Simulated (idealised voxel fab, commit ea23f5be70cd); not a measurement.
Process module, titled voxel self aligned contacts
For reference, the cross-section in this document is cut, with width 270 nm and square cells of 5 nm.
In this document a cross-section is written as a grid of square cells. It is given as a series of bands, listed from the top down, and a band is one or more rows of cells.
First you get the band's top height and its bottom height, in nm, and then the materials it's made of, left to right, with each width in nm. If you see a single material with "full width", that one covers the band edge to edge. "blank" is empty space.
All heights in this document are referenced to 0, defined as the level beneath which the wafer, as received, consists entirely of one material. The lowest band is not bounded below; it extends indefinitely downward and is written in the form "0 down".
The expression "30..40" gives the width at the extremes of the band, the first number at its top row of cells and the second at its bottom row, with the width changing by equal amounts from each row to the next in between.
The cross-section has no changed cell in any step marked "same as before".
Voids, fully enclosed: empty space of 8 cells or more with no open way to the top, each as width x height at its distance from the left edge, in nm
Read whatever lies past the settings on a step's line as the simulator's own remark about the step.
For masked steps, "overlay nm" on the step line gives how far right of plan the mask actually lay; a minus sign means it lay to the left.

# Steps in the process plan
1,RECEIVE,material Si
2,OXIDIZE,depth nm 5
3,DIRECTIONAL_DEP,material polySi,thk nm 30
4,DIRECTIONAL_DEP,material SiN,thk nm 20
5,DIRECTIONAL_DEP,material aC,thk nm 15
6,PATTERN,tone cover,mask id GATE,material resist,width nm 25,pitch nm 55,thk nm 30,overlay nm 0
7,DIRECTIONAL_ETCH,etch materials aC,depth nm 15
8,STRIP,etch materials resist
9,DIRECTIONAL_ETCH,etch materials SiN,depth nm 20
10,DIRECTIONAL_ETCH,etch materials polySi,depth nm 30
11,STRIP,etch materials aC
12,CONFORMAL_DEP,material SiN,thk nm 5
13,DIRECTIONAL_ETCH,etch materials SiN,depth nm 5
14,FILL_DEP,material SiO2,thk nm 15
15,CMP,height nm 60
16,MASKED_ETCH,tone open,mask id CONTACT,width nm 40,etch materials SiO2,depth nm 65,overlay nm 0
17,CONFORMAL_DEP,material TiN,thk nm 5
18,FILL_DEP,material W,thk nm 5
19,CMP,height nm 60
20,CONFORMAL_DEP,material SiCN,thk nm 5

# First out of two wafers; run went to plan

# Cross-sectional view of the wafer in its as-received condition, corresponding to the state after step 1
* 0 down = Si full width
* Voids, fully enclosed: none

# Wafer section view after processing step 2
* 0 to -5 = SiO2 full width
* Everything under -5 stays put, no change at all.

# Wafer section view after processing step 3
* 30 to 0 = polySi full width
* Everything under 0 stays put, no change at all.

# Wafer section view after processing step 4
* 50 to 30 = SiN full width
* Everything under 30 stays put, no change at all.

# Wafer section view after processing step 5
* 65 to 50 = aC full width
* Everything under 50 stays put, no change at all.

# Wafer section view after processing step 6
* 95 to 65 = blank=95, resist=25, blank=30, resist=25, blank=95
* Everything under 65 stays put, no change at all.

# Wafer section view after processing step 7
* 80 to 65 = blank=95, resist=25, blank=30, resist=25, blank=95
* 65 to 50 = blank=95, aC=25, blank=30, aC=25, blank=95
* Everything under 50 stays put, no change at all.

# Wafer section view after processing step 8
* 65 to 50 = blank=95, aC=25, blank=30, aC=25, blank=95
* Everything under 50 stays put, no change at all.

# Wafer section view after processing step 9
* 65 to 50 = blank=95, aC=25, blank=30, aC=25, blank=95
* 50 to 30 = blank=95, SiN=25, blank=30, SiN=25, blank=95
* Everything under 30 stays put, no change at all.

# Wafer section view after processing step 10
* 65 to 50 = blank=95, aC=25, blank=30, aC=25, blank=95
* 50 to 30 = blank=95, SiN=25, blank=30, SiN=25, blank=95
* 30 to 0 = blank=95, polySi=25, blank=30, polySi=25, blank=95
* Everything under 0 stays put, no change at all.

# Wafer section view after processing step 11
* 50 to 30 = blank=95, SiN=25, blank=30, SiN=25, blank=95
* Everything under 30 stays put, no change at all.

# Wafer section view after processing step 12
* 55 to 30 = blank=90, SiN=35, blank=20, SiN=35, blank=90
* 30 to 5 = blank=90, SiN=5, polySi=25, SiN=5, blank=20, SiN=5, polySi=25, SiN=5, blank=90
* 5 to 0 = SiN=95, polySi=25, SiN=30, polySi=25, SiN=95
* Everything under 0 stays put, no change at all.

# Wafer section view after processing step 13
* 50 to 30 = blank=90, SiN=35, blank=20, SiN=35, blank=90
* 30 to 0 = blank=90, SiN=5, polySi=25, SiN=5, blank=20, SiN=5, polySi=25, SiN=5, blank=90
* Everything under 0 stays put, no change at all.

# Wafer section view after processing step 14
* 65 to 50 = SiO2 full width
* 50 to 30 = SiO2=90, SiN=35, SiO2=20, SiN=35, SiO2=90
* 30 to 0 = SiO2=90, SiN=5, polySi=25, SiN=5, SiO2=20, SiN=5, polySi=25, SiN=5, SiO2=90
* Everything under 0 stays put, no change at all.

# Wafer section view after processing step 15
* 60 to 50 = SiO2 full width
* Everything under 50 stays put, no change at all.

# Wafer section view after processing step 16
* 60 to 50 = SiO2=115, blank=40, SiO2=115
* 50 to 30 = SiO2=90, SiN=35, blank=20, SiN=35, SiO2=90
* 30 to 0 = SiO2=90, SiN=5, polySi=25, SiN=5, blank=20, SiN=5, polySi=25, SiN=5, SiO2=90
* 0 to -5 = SiO2=125, blank=20, SiO2=125
* Everything under -5 stays put, no change at all.

# Wafer section view after processing step 17
* 65 to 60 = TiN=120, blank=30, TiN=120
* 60 to 50 = SiO2=115, TiN=5..15, blank=30..10, TiN=5..15, SiO2=115
* 50 to 30 = SiO2=90, SiN=35, TiN=5, blank=10, TiN=5, SiN=35, SiO2=90
* 30 to 0 = SiO2=90, SiN=5, polySi=25, SiN=5, TiN=5, blank=10, TiN=5, SiN=5, polySi=25, SiN=5, SiO2=90
* 0 to -5 = SiO2=125, TiN=20, SiO2=125
* Everything under -5 stays put, no change at all.

# Wafer section view after processing step 18
* 70 to 65 = W full width
* 65 to 60 = TiN=120, W=30, TiN=120
* 60 to 50 = SiO2=115, TiN=5..15, W=30..10, TiN=5..15, SiO2=115
* 50 to 30 = SiO2=90, SiN=35, TiN=5, W=10, TiN=5, SiN=35, SiO2=90
* 30 to 0 = SiO2=90, SiN=5, polySi=25, SiN=5, TiN=5, W=10, TiN=5, SiN=5, polySi=25, SiN=5, SiO2=90
* Everything under 0 stays put, no change at all.

# Wafer section view after processing step 19
* 60 to 50 = SiO2=115, TiN=5..15, W=30..10, TiN=5..15, SiO2=115
* Everything under 50 stays put, no change at all.

# Wafer section view after processing step 20
* 65 to 60 = SiCN full width
* Everything under 60 stays put, no change at all.

# Second Wafer (Identical Start and Plan, One Processing Error; Matches First Wafer Through Step 18)

# At the planned end of step 19, the second wafer in cross-section
* 65 to 60 = TiN=120, W=30, TiN=120
* Everything under 60 stays put, no change at all.

# At the planned end of step 20, the second wafer in cross-section
* 70 to 65 = SiCN full width
* Everything under 65 stays put, no change at all.
Plan not followed: it should be noted that step 19 was executed with settings other than those planned, the operation and settings actually applied being CMP,height nm 65
Per the end-of-run cell counts, the second wafer holds more or fewer of some materials than the first: 48 more of TiN; 6 more of W
